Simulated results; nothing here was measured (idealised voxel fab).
Proc. module: voxel transistor to metal
Square cells of 5 nm make up the cross-section cut, whose width is 275 nm.
A cross-section is written here as square cells arranged in a grid, and it is given in bands from the top down, each band taking up one or more rows of cells.
Top, bottom (nm), then materials left to right with widths (nm); lone material tagged "full width" fills the whole band edge to edge; "empty" = empty space.
For the purposes of this specification, 0 denotes the height below which the wafer in its as-received condition is composed wholly of one material, and the lowermost band, lacking a lower limit, extends downward without end, as expressed in "top 0, no bottom".
Graded width ("30->40"): value in top row of band = first number; value in bottom row = second number; row-to-row change constant.
"remained the same" means the step left every cell of the cross-section as it was.
Listed in "Closed void table": every empty space of 8 or more cells without an open way to the top. Form: width x height at distance, the distance being from the left edge, all in nm.
Anything after a step's settings on that line? It's the simulator's own note about the step.
overlay nm: for a step with a mask, the amount by which the mask lay right of where it was planned; a negative amount means left of it.

-- Process steps foreseen in the plan
1: RECEIVE | material Si
2: OXIDIZE | depth nm 5
3: CONFORMAL_DEP | material SiN | thk nm 15
4: PATTERN | tone cover | mask id ACTIVE | material resist | width nm 100 | pitch nm 125 | thk nm 15 | overlay nm 0
5: DIRECTIONAL_ETCH | etch materials SiN | depth nm 15
6: DIRECTIONAL_ETCH | etch materials SiO2 | depth nm 5
7: DIRECTIONAL_ETCH | etch materials Si | depth nm 35
8: STRIP | etch materials resist
9: FILL_DEP | material SiO2 | thk nm 10
10: CMP | height nm 15
11: SELECTIVE_ETCH | etch materials SiO2 | depth nm 10
12: STRIP | etch materials SiN
13: SELECTIVE_ETCH | etch materials SiO2 | depth nm 5
14: OXIDIZE | depth nm 5
15: DIRECTIONAL_DEP | material polySi | thk nm 30
16: DIRECTIONAL_DEP | material SiCN | thk nm 10
17: PATTERN | tone cover | mask id GATE | material resist | width nm 20 | pitch nm 125 | thk nm 15 | overlay nm 0
18: DIRECTIONAL_ETCH | etch materials SiCN | depth nm 20
19: DIRECTIONAL_ETCH | etch materials polySi | depth nm 40
20: STRIP | etch materials resist
21: CONFORMAL_DEP | material SiO2 | thk nm 5
22: DIRECTIONAL_ETCH | etch materials SiO2 | depth nm 5
23: CONFORMAL_DEP | material SiN | thk nm 10
24: DIRECTIONAL_ETCH | etch materials SiN | depth nm 10
25: DIRECTIONAL_ETCH | etch materials SiO2 | depth nm 5
26: EPI | material pSi | thk nm 5
27: FILL_DEP | material SiO2 | thk nm 5
28: CMP | height nm 35
29: DIRECTIONAL_DEP | material SiO2 | thk nm 15
30: PATTERN | tone open | mask id CONTACT | material resist | width nm 15 | thk nm 20 | overlay nm 0
31: DIRECTIONAL_ETCH | etch materials SiO2 | depth nm 55
32: STRIP | etch materials resist
33: CONFORMAL_DEP | material TiN | thk nm 5
34: FILL_DEP | material Ru | thk nm 10
35: CMP | height nm 50
36: CONFORMAL_DEP | material SiN | thk nm 5
37: DIRECTIONAL_DEP | material SiO2 | thk nm 15
38: MASKED_ETCH | tone open | mask id METAL_1 | width nm 15 | etch materials SiO2 | depth nm 15 | overlay nm 0
39: MASKED_ETCH | tone open | mask id METAL_1 | width nm 15 | etch materials SiN | depth nm 5 | overlay nm 0
40: CONFORMAL_DEP | material TiN | thk nm 5
41: FILL_DEP | material Cu | thk nm 10
42: CMP | height nm 70
43: EPI | material Ru | thk nm 5
44: FILL_DEP | material SiCN | thk nm 5
45: DIRECTIONAL_DEP | material lowk | thk nm 35
46: DIRECTIONAL_DEP | material aC | thk nm 15
47: PATTERN | tone open | mask id METAL_2 | material resist | width nm 15 | pitch nm 125 | thk nm 35 | overlay nm 0
48: DIRECTIONAL_ETCH | etch materials aC | depth nm 15
49: STRIP | etch materials resist
50: DIRECTIONAL_ETCH | etch materials lowk | depth nm 20
51: STRIP | etch materials aC
52: PATTERN | tone open | mask id METAL_2_HOLES | material resist | width nm 15 | pitch nm 125 | thk nm 15 | overlay nm 0
53: DIRECTIONAL_ETCH | etch materials lowk | depth nm 15
54: DIRECTIONAL_ETCH | etch materials SiCN | depth nm 5
55: STRIP | etch materials resist
56: CONFORMAL_DEP | material TiN | thk nm 5
57: FILL_DEP | material Cu | thk nm 5
58: CMP | height nm 115
59: CONFORMAL_DEP | material SiN | thk nm 5

-- As-received wafer cross-section (after step 1)
	top 0, no bottom: Si full width
	Closed void table: none

-- First wafer of two, sectioned at end of module; run went per plan
	top 120, bottom 115: SiN full width
	top 115, bottom 80: lowk=30 / TiN=5 / Cu=5 / TiN=5 / lowk=110 / TiN=5 / Cu=5 / TiN=5 / lowk=105
	top 80, bottom 75: SiCN=30 / TiN=15 / SiCN=110 / TiN=15 / SiCN=105
	top 75, bottom 70: SiCN=25 / Ru=25 / SiCN=50 / Ru=25 / SiCN=25 / Ru=25 / SiCN=50 / Ru=25 / SiCN=25
	top 70, bottom 55: SiO2=30 / TiN=5 / Cu=5 / TiN=5 / SiO2=60 / TiN=5 / Cu=5 / TiN=5 / SiO2=35 / TiN=5 / Cu=5 / TiN=5 / SiO2=60 / TiN=5 / Cu=5 / TiN=5 / SiO2=30
	top 55, bottom 50: SiN=30 / TiN=15 / SiN=60 / TiN=15 / SiN=35 / TiN=15 / SiN=60 / TiN=15 / SiN=30
	top 50, bottom 35: SiO2=30 / TiN=5 / Ru=5 / TiN=5 / SiO2=60 / TiN=5 / Ru=5 / TiN=5 / SiO2=35 / TiN=5 / Ru=5 / TiN=5 / SiO2=60 / TiN=5 / Ru=5 / TiN=5 / SiO2=30
	top 35, bottom 25: SiO2=30 / TiN=5 / Ru=5 / TiN=5 / SiO2=5 / SiN=10 / SiO2=5 / SiCN=20 / SiO2=5 / SiN=10 / SiO2=5 / TiN=5 / Ru=5 / TiN=5 / SiO2=35 / TiN=5 / Ru=5 / TiN=5 / SiO2=5 / SiN=10 / SiO2=5 / SiCN=20 / SiO2=5 / SiN=10 / SiO2=5 / TiN=5 / Ru=5 / TiN=5 / SiO2=30
	top 25, bottom 5: SiO2=30 / TiN=5 / Ru=5 / TiN=5 / SiO2=5 / SiN=10 / SiO2=5 / polySi=20 / SiO2=5 / SiN=10 / SiO2=5 / TiN=5 / Ru=5 / TiN=5 / SiO2=35 / TiN=5 / Ru=5 / TiN=5 / SiO2=5 / SiN=10 / SiO2=5 / polySi=20 / SiO2=5 / SiN=10 / SiO2=5 / TiN=5 / Ru=5 / TiN=5 / SiO2=30
	top 5, bottom 0: SiO2=30 / TiN=15 / SiO2=5 / SiN=10 / SiO2=5 / polySi=20 / SiO2=5 / SiN=10 / SiO2=5 / TiN=15 / SiO2=35 / TiN=15 / SiO2=5 / SiN=10 / SiO2=5 / polySi=20 / SiO2=5 / SiN=10 / SiO2=5 / TiN=15 / SiO2=30
	top 0, bottom -5: SiO2=25 / SiN=10 / TiN=10 / SiO2=5 / SiN=10 / SiO2=5 / polySi=20 / SiO2=5 / SiN=10 / SiO2=5 / TiN=10 / SiN=10 / SiO2=25 / SiN=10 / TiN=10 / SiO2=5 / SiN=10 / SiO2=5 / polySi=20 / SiO2=5 / SiN=10 / SiO2=5 / TiN=10 / SiN=10 / SiO2=25
	top -5, bottom -10: SiO2=35 / pSi=15 / SiO2=50 / pSi=15 / SiO2=45 / pSi=15 / SiO2=50 / pSi=15 / SiO2=35
	top -10, bottom -40: SiO2=25 / Si=100 / SiO2=25 / Si=100 / SiO2=25
	top -40, no bottom: Si full width
	Closed void table: none

-- Presented here is a cross-section of the second of the two wafers as it stood at the end of the module. It was started in the same manner and assigned the same plan as the first wafer; however, one mistake was made in its execution
	top 120, bottom 115: SiN full width
	top 115, bottom 80: lowk=30 / TiN=5 / Cu=5 / TiN=5 / lowk=110 / TiN=5 / Cu=5 / TiN=5 / lowk=105
	top 80, bottom 75: SiCN=30 / TiN=15 / SiCN=110 / TiN=15 / SiCN=105
	top 75, bottom 70: SiCN=25 / Ru=25 / SiCN=50 / Ru=25 / SiCN=25 / Ru=25 / SiCN=50 / Ru=25 / SiCN=25
	top 70, bottom 55: SiO2=30 / TiN=5 / Cu=5 / TiN=5 / SiO2=60 / TiN=5 / Cu=5 / TiN=5 / SiO2=35 / TiN=5 / Cu=5 / TiN=5 / SiO2=60 / TiN=5 / Cu=5 / TiN=5 / SiO2=30
	top 55, bottom 50: SiN=30 / TiN=15 / SiN=60 / TiN=15 / SiN=35 / TiN=15 / SiN=60 / TiN=15 / SiN=30
	top 50, bottom 35: SiO2=30 / TiN=5 / Ru=5 / TiN=5 / SiO2=60 / TiN=5 / Ru=5 / TiN=5 / SiO2=35 / TiN=5 / Ru=5 / TiN=5 / SiO2=60 / TiN=5 / Ru=5 / TiN=5 / SiO2=30
	top 35, bottom 25: SiO2=30 / TiN=5 / Ru=5 / TiN=5 / SiO2=5 / SiN=10 / SiO2=5 / SiCN=20 / SiO2=5 / SiN=10 / SiO2=5 / TiN=5 / Ru=5 / TiN=5 / SiO2=35 / TiN=5 / Ru=5 / TiN=5 / SiO2=5 / SiN=10 / SiO2=5 / SiCN=20 / SiO2=5 / SiN=10 / SiO2=5 / TiN=5 / Ru=5 / TiN=5 / SiO2=30
	top 25, bottom 5: SiO2=30 / TiN=5 / Ru=5 / TiN=5 / SiO2=5 / SiN=10 / SiO2=5 / polySi=20 / SiO2=5 / SiN=10 / SiO2=5 / TiN=5 / Ru=5 / TiN=5 / SiO2=35 / TiN=5 / Ru=5 / TiN=5 / SiO2=5 / SiN=10 / SiO2=5 / polySi=20 / SiO2=5 / SiN=10 / SiO2=5 / TiN=5 / Ru=5 / TiN=5 / SiO2=30
	top 5, bottom 0: SiO2=30 / TiN=15 / SiO2=5 / SiN=10 / SiO2=5 / polySi=20 / SiO2=5 / SiN=10 / SiO2=5 / TiN=15 / SiO2=35 / TiN=15 / SiO2=5 / SiN=10 / SiO2=5 / polySi=20 / SiO2=5 / SiN=10 / SiO2=5 / TiN=15 / SiO2=30
	top 0, bottom -5: SiO2=25 / SiN=10 / TiN=10 / SiO2=5 / SiN=10 / SiO2=5 / polySi=20 / SiO2=5 / SiN=10 / SiO2=5 / TiN=10 / SiN=10 / SiO2=25 / SiN=10 / TiN=10 / SiO2=5 / SiN=10 / SiO2=5 / polySi=20 / SiO2=5 / SiN=10 / SiO2=5 / TiN=10 / SiN=10 / SiO2=25
	top -5, bottom -10: SiO2=35 / pSi=15 / SiO2=50 / pSi=15 / SiO2=45 / pSi=15 / SiO2=50 / pSi=15 / SiO2=35
	top -10, bottom -75: SiO2=25 / Si=100 / SiO2=25 / Si=100 / SiO2=25
	top -75, no bottom: Si full width
	Closed void table: none
The mistake made against the process plan was this: execution of plan step 7 occurred twice
End check, counted in cells, second wafer has more or fewer of these materials than the first: Si: 105 fewer; SiO2: 105 more
